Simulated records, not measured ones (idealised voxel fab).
Documented hereafter: the process module known as voxel fin reveal.
It is cross-section cut that appears here, measuring 295 nm in width, its square cells being 5 nm in size.
Format of a cross-section: grid, square cells. Given as bands. Order: top down. Band: one or more rows of cells.
This entry defines a band. It first specifies the height of the band's top and the height of its bottom in nm, and then specifies the band's materials from left to right, stating each material with its width in nm. The word "throughout" identifies a single material that fills the band from edge to edge, while the word "blank" identifies empty space.
Below 0: as-received wafer, all one material; heights counted from there. Lowest band: no bottom, goes on down, written "0 nm and below".
You'd read "30..40" like this: the band's top row of cells is as wide as the first number, its bottom row is as wide as the second, and going down, every row changes width by the same amount as the row before did.
Where the words "remained the same" appear for a step, the cross-section shows no cell changed by that step; every cell remained as before.
In the "Cavities, closed" entry, you get each enclosed empty space of 8 cells or more, one with no open way to the top, written width x height at distance, distance from the left edge, in nm.
Whatever follows a step's settings on its line is a remark the simulator itself makes about that step.
Among the settings permitted on a step's line is "overlay nm"; applied to a step with a mask, it specifies the extent to which the mask lay to the right of its planned position, whereas a negative figure signifies a position to the left.

The steps planned for the process are as follows:
1: RECEIVE: material Si
2: CONFORMAL_DEP: material SiN, thk nm 5
3: PATTERN: tone cover, mask id FINS, material resist, width nm 15, pitch nm 40, thk nm 15, overlay nm 0
4: DIRECTIONAL_ETCH: etch materials SiN, depth nm 5
5: DIRECTIONAL_ETCH: etch materials Si, depth nm 40
6: STRIP: etch materials resist
7: FILL_DEP: material SiO2, thk nm 5
8: CMP: height nm 5
9: SELECTIVE_ETCH: etch materials SiO2, depth nm 30
10: STRIP: etch materials SiN
11: CONFORMAL_DEP: material SiO2, thk nm 5

First wafer of two (run as planned):

Cross-sectional view of the wafer in its as-received condition, corresponding to the state after step 1:
0 nm and below  Si throughout
Cavities, closed: none

Sectional view: wafer, after step 2:
5 nm to 0 nm  SiN throughout
Unchanged below 0.

Sectional view: wafer, after step 3:
20 nm to 5 nm  blank 80; resist 15; blank 25; resist 15; blank 25; resist 15; blank 25; resist 15; blank 80
Unchanged below 5.

Sectional view: wafer, after step 4:
20 nm to 5 nm  blank 80; resist 15; blank 25; resist 15; blank 25; resist 15; blank 25; resist 15; blank 80
5 nm to 0 nm  blank 80; SiN 15; blank 25; SiN 15; blank 25; SiN 15; blank 25; SiN 15; blank 80
Unchanged below 0.

Sectional view: wafer, after step 5:
20 nm to 5 nm  blank 80; resist 15; blank 25; resist 15; blank 25; resist 15; blank 25; resist 15; blank 80
5 nm to 0 nm  blank 80; SiN 15; blank 25; SiN 15; blank 25; SiN 15; blank 25; SiN 15; blank 80
0 nm to -40 nm  blank 80; Si 15; blank 25; Si 15; blank 25; Si 15; blank 25; Si 15; blank 80
Unchanged below -40.

Sectional view: wafer, after step 6:
5 nm to 0 nm  blank 80; SiN 15; blank 25; SiN 15; blank 25; SiN 15; blank 25; SiN 15; blank 80
Unchanged below 0.

Sectional view: wafer, after step 7:
10 nm to 5 nm  SiO2 throughout
5 nm to 0 nm  SiO2 80; SiN 15; SiO2 25; SiN 15; SiO2 25; SiN 15; SiO2 25; SiN 15; SiO2 80
0 nm to -40 nm  SiO2 80; Si 15; SiO2 25; Si 15; SiO2 25; Si 15; SiO2 25; Si 15; SiO2 80
Unchanged below -40.

Sectional view: wafer, after step 8:
5 nm to 0 nm  SiO2 80; SiN 15; SiO2 25; SiN 15; SiO2 25; SiN 15; SiO2 25; SiN 15; SiO2 80
Unchanged below 0.

Sectional view: wafer, after step 9:
5 nm to 0 nm  blank 80; SiN 15; blank 25; SiN 15; blank 25; SiN 15; blank 25; SiN 15; blank 80
0 nm to -25 nm  blank 80; Si 15; blank 25; Si 15; blank 25; Si 15; blank 25; Si 15; blank 80
Unchanged below -25.

Sectional view: wafer, after step 10:
0 nm to -25 nm  blank 80; Si 15; blank 25; Si 15; blank 25; Si 15; blank 25; Si 15; blank 80
Unchanged below -25.

Sectional view: wafer, after step 11:
5 nm to 0 nm  blank 75; SiO2 25; blank 15; SiO2 25; blank 15; SiO2 25; blank 15; SiO2 25; blank 75
0 nm to -20 nm  blank 75; SiO2 5; Si 15; SiO2 5; blank 15; SiO2 5; Si 15; SiO2 5; blank 15; SiO2 5; Si 15; SiO2 5; blank 15; SiO2 5; Si 15; SiO2 5; blank 75
-20 nm to -40 nm  SiO2 80; Si 15; SiO2 25; Si 15; SiO2 25; Si 15; SiO2 25; Si 15; SiO2 80
Unchanged below -40.

Second Wafer (Identical Start and Plan, One Processing Error; Matches First Wafer Through Step 7):

The second wafer in cross-section, at the planned close of step 8:
5 nm to 0 nm  SiO2 80; SiN 15; SiO2 25; SiN 15; SiO2 25; SiN 15; SiO2 25; SiN 15; SiO2 80
Unchanged below 0.

The second wafer in cross-section, at the planned close of step 9:
5 nm to 0 nm  blank 80; SiN 15; blank 25; SiN 15; blank 25; SiN 15; blank 25; SiN 15; blank 80
0 nm to -25 nm  blank 80; Si 15; blank 25; Si 15; blank 25; Si 15; blank 25; Si 15; blank 80
Unchanged below -25.

The second wafer in cross-section, at the planned close of step 10:
0 nm to -25 nm  blank 80; Si 15; blank 25; Si 15; blank 25; Si 15; blank 25; Si 15; blank 80
Unchanged below -25.

The second wafer in cross-section, at the planned close of step 11:
5 nm to 0 nm  blank 75; SiO2 25; blank 15; SiO2 25; blank 15; SiO2 25; blank 15; SiO2 25; blank 75
0 nm to -20 nm  blank 75; SiO2 5; Si 15; SiO2 5; blank 15; SiO2 5; Si 15; SiO2 5; blank 15; SiO2 5; Si 15; SiO2 5; blank 15; SiO2 5; Si 15; SiO2 5; blank 75
-20 nm to -40 nm  SiO2 80; Si 15; SiO2 25; Si 15; SiO2 25; Si 15; SiO2 25; Si 15; SiO2 80
Unchanged below -40.
Nonconformance to the process plan: step 8 of the plan was executed twice over
at the end the two cross-sections are the same: no effect in what this model computes
